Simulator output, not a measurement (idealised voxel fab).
Process module name: voxel double patterning
Square cell edge 5 nm, section width 245 nm, ID cut.
We lay out every cross-section as a grid of square cells and spell it out in bands from the top down, where one band means one or more rows of cells.
This entry defines a band. It first specifies the height of the band's top and the height of its bottom in nm, and then specifies the band's materials from left to right, stating each material with its width in nm. The word "edge to edge" identifies a single material that fills the band from edge to edge, while the word "empty" identifies empty space.
Heights are expressed relative to 0, this being the level below which the as-received wafer comprises one material exclusively. The lowest band is unbounded in the downward direction and is denoted as in "top 0, no bottom".
Think of "30->40" as a width that walks from the first number to the second as you go down the band, top row to bottom row, taking equal-sized steps from row to row.
"nothing was modified", as given for a step, is the statement that not any cell of the cross-section underwent a change during that step.
So "Fully enclosed voids" is basically the list of trapped voids: any empty space of 8 cells or more that can't reach the top through an opening. They're written width x height at distance, the distance being from the left edge, and it's all nm.
Post-settings text on a step line: simulator's own remark regarding the step.
The "overlay nm" setting may appear on a step's line; for a step that uses a mask, it gives how far to the right of its planned position the mask lay, and a negative value indicates the left.
Process steps (planned):
1 RECEIVE with material Si
2 CONFORMAL_DEP with material SiO2, thk nm 5
3 DIRECTIONAL_DEP with material polySi, thk nm 15
4 DIRECTIONAL_DEP with material SiN, thk nm 5
5 DIRECTIONAL_DEP with material aC, thk nm 10
6 PATTERN with tone open, mask id FIRST, material resist, width nm 15, pitch nm 50, thk nm 30, overlay nm 0
7 DIRECTIONAL_ETCH with etch materials aC, depth nm 10
8 STRIP with etch materials resist
9 DIRECTIONAL_ETCH with etch materials SiN, depth nm 5
10 STRIP with etch materials aC
11 PATTERN with tone open, mask id SECOND, material resist, width nm 15, thk nm 20, overlay nm 0
12 DIRECTIONAL_ETCH with etch materials SiN, depth nm 5
13 STRIP with etch materials resist
14 DIRECTIONAL_ETCH with etch materials polySi, depth nm 15
15 STRIP with etch materials SiN
On the first of the two wafers: run conducted according to plan:
As-received wafer cross-section (after step 1):
  top 0, no bottom | Si edge to edge
  Fully enclosed voids: none
After step 2:
  top 5, bottom 0 | SiO2 edge to edge
  Lower than 0, everything is as it was.
After step 3:
  top 20, bottom 5 | polySi edge to edge
  Lower than 5, everything is as it was.
After step 4:
  top 25, bottom 20 | SiN edge to edge
  Lower than 20, everything is as it was.
After step 5:
  top 35, bottom 25 | aC edge to edge
  Lower than 25, everything is as it was.
After step 6:
  top 65, bottom 35 | 90 resist | 15 empty | 35 resist | 15 empty | 90 resist
  Lower than 35, everything is as it was.
After step 7:
  top 55, bottom 35 | 90 resist | 15 empty | 35 resist | 15 empty | 90 resist
  top 35, bottom 25 | 90 aC | 15 empty | 35 aC | 15 empty | 90 aC
  Lower than 25, everything is as it was.
After step 8:
  top 35, bottom 25 | 90 aC | 15 empty | 35 aC | 15 empty | 90 aC
  Lower than 25, everything is as it was.
After step 9:
  top 35, bottom 25 | 90 aC | 15 empty | 35 aC | 15 empty | 90 aC
  top 25, bottom 20 | 90 SiN | 15 empty | 35 SiN | 15 empty | 90 SiN
  Lower than 20, everything is as it was.
After step 10:
  top 25, bottom 20 | 90 SiN | 15 empty | 35 SiN | 15 empty | 90 SiN
  Lower than 20, everything is as it was.
After step 11:
  top 45, bottom 25 | 115 resist | 15 empty | 115 resist
  top 25, bottom 20 | 90 SiN | 15 resist | 35 SiN | 15 resist | 90 SiN
  Lower than 20, everything is as it was.
After step 12:
  top 45, bottom 25 | 115 resist | 15 empty | 115 resist
  top 25, bottom 20 | 90 SiN | 15 resist | 10 SiN | 15 empty | 10 SiN | 15 resist | 90 SiN
  Lower than 20, everything is as it was.
After step 13:
  top 25, bottom 20 | 90 SiN | 15 empty | 10 SiN | 15 empty | 10 SiN | 15 empty | 90 SiN
  Lower than 20, everything is as it was.
After step 14:
  top 25, bottom 20 | 90 SiN | 15 empty | 10 SiN | 15 empty | 10 SiN | 15 empty | 90 SiN
  top 20, bottom 5 | 90 polySi | 15 empty | 10 polySi | 15 empty | 10 polySi | 15 empty | 90 polySi
  Lower than 5, everything is as it was.
After step 15:
  top 20, bottom 5 | 90 polySi | 15 empty | 10 polySi | 15 empty | 10 polySi | 15 empty | 90 polySi
  Lower than 5, everything is as it was.
Notes, second wafer: start = first wafer's, plan = first wafer's, execution had one mistake; history identical to first through step 5:
Second wafer, sectioned view, at step 6's planned end time:
  top 65, bottom 35 | 95 resist | 15 empty | 35 resist | 15 empty | 85 resist
  Lower than 35, everything is as it was.
Second wafer, sectioned view, at step 7's planned end time:
  top 55, bottom 35 | 95 resist | 15 empty | 35 resist | 15 empty | 85 resist
  top 35, bottom 25 | 95 aC | 15 empty | 35 aC | 15 empty | 85 aC
  Lower than 25, everything is as it was.
Second wafer, sectioned view, at step 8's planned end time:
  top 35, bottom 25 | 95 aC | 15 empty | 35 aC | 15 empty | 85 aC
  Lower than 25, everything is as it was.
Second wafer, sectioned view, at step 9's planned end time:
  top 35, bottom 25 | 95 aC | 15 empty | 35 aC | 15 empty | 85 aC
  top 25, bottom 20 | 95 SiN | 15 empty | 35 SiN | 15 empty | 85 SiN
  Lower than 20, everything is as it was.
Second wafer, sectioned view, at step 10's planned end time:
  top 25, bottom 20 | 95 SiN | 15 empty | 35 SiN | 15 empty | 85 SiN
  Lower than 20, everything is as it was.
Second wafer, sectioned view, at step 11's planned end time:
  top 45, bottom 25 | 115 resist | 15 empty | 115 resist
  top 25, bottom 20 | 95 SiN | 15 resist | 35 SiN | 15 resist | 85 SiN
  Lower than 20, everything is as it was.
Second wafer, sectioned view, at step 12's planned end time:
  top 45, bottom 25 | 115 resist | 15 empty | 115 resist
  top 25, bottom 20 | 95 SiN | 15 resist | 5 SiN | 15 empty | 15 SiN | 15 resist | 85 SiN
  Lower than 20, everything is as it was.
Second wafer, sectioned view, at step 13's planned end time:
  top 25, bottom 20 | 95 SiN | 15 empty | 5 SiN | 15 empty | 15 SiN | 15 empty | 85 SiN
  Lower than 20, everything is as it was.
Second wafer, sectioned view, at step 14's planned end time:
  top 25, bottom 20 | 95 SiN | 15 empty | 5 SiN | 15 empty | 15 SiN | 15 empty | 85 SiN
  top 20, bottom 5 | 95 polySi | 15 empty | 5 polySi | 15 empty | 15 polySi | 15 empty | 85 polySi
  Lower than 5, everything is as it was.
Second wafer, sectioned view, at step 15's planned end time:
  top 20, bottom 5 | 95 polySi | 15 empty | 5 polySi | 15 empty | 15 polySi | 15 empty | 85 polySi
  Lower than 5, everything is as it was.
Against the plan, the run slipped here: heads up, step 6 didn't go per plan, it actually ran as PATTERN with tone open, mask id FIRST, material resist, width nm 15, pitch nm 50, thk nm 30, overlay nm 5
When the process is done, the second wafer contains the same cell count of every material as the first wafer, but distributed over other locations.
